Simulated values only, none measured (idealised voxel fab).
process module | voxel self aligned contacts
cross-section cut | 155 nm wide | cells 5 nm
A cross-section is a grid of square cells, given in bands from the top down. A band is one or more rows of cells.
Each band's line starts with the height of the band's top and of its bottom, in nm. Then come its materials from left to right, each with its width in nm. One material with "throughout" fills the band from edge to edge. "air" is empty space.
Height 0 is the level under which the wafer as received is all one material. The lowest band goes on downwards, as in "0 down".
A width such as "30 to 40" changes by the same amount from each row of cells to the next, from the band's top row to its bottom row.
"no change" after a step means that no cell of the cross-section changed.
closed voids: empty space of 8 cells or more with no open way to the top, each as width x height at its distance from the left edge, in nm
after a step's settings: what the simulator itself notes on the step
overlay nm, on a step with a mask: how far to the right of its planned place the mask lay; to the left if negative
plan
1 op RECEIVE | material Si
2 op OXIDIZE | depth nm 5
3 op DIRECTIONAL_DEP | material polySi | thk nm 30
4 op DIRECTIONAL_DEP | material SiN | thk nm 25
5 op PATTERN | tone cover | mask id GATE | material resist | width nm 25 | pitch nm 65 | thk nm 20 | overlay nm 0
6 op DIRECTIONAL_ETCH | etch materials SiN | depth nm 25
7 op DIRECTIONAL_ETCH | etch materials polySi | depth nm 30
8 op STRIP | etch materials resist
9 op CONFORMAL_DEP | material SiN | thk nm 10
10 op DIRECTIONAL_ETCH | etch materials SiN | depth nm 10
11 op FILL_DEP | material SiO2 | thk nm 20
12 op CMP | height nm 65
13 op PATTERN | tone open | mask id CONTACT | material resist | width nm 50 | thk nm 20 | overlay nm 0
14 op DIRECTIONAL_ETCH | etch materials SiO2 | depth nm 70
15 op STRIP | etch materials resist
16 op CONFORMAL_DEP | material TiN | thk nm 5
17 op FILL_DEP | material W | thk nm 5
18 op CMP | height nm 65
19 op CONFORMAL_DEP | material SiN | thk nm 5
as received, after step 1
  0 down: Si throughout
  closed voids: none
a wafer at the end: this start, this plan, one mistake
  70 to 65: SiN throughout
  65 to 55: SiO2 50 | TiN 5 to 20 | W 40 to 10 | TiN 5 to 20 | SiO2 55
  55 to 30: SiO2 20 | SiN 45 | TiN 5 | W 10 | TiN 5 | SiN 45 | SiO2 25
  30 to 5: SiO2 20 | SiN 10 | polySi 25 | SiN 10 | TiN 5 | W 10 | TiN 5 | SiN 10 | polySi 25 | SiN 10 | SiO2 25
  5 to 0: SiO2 20 | SiN 10 | polySi 25 | SiN 10 | TiN 20 | SiN 10 | polySi 25 | SiN 10 | SiO2 25
  0 down: Si throughout
  closed voids: none
what went wrong: step 2 was left out
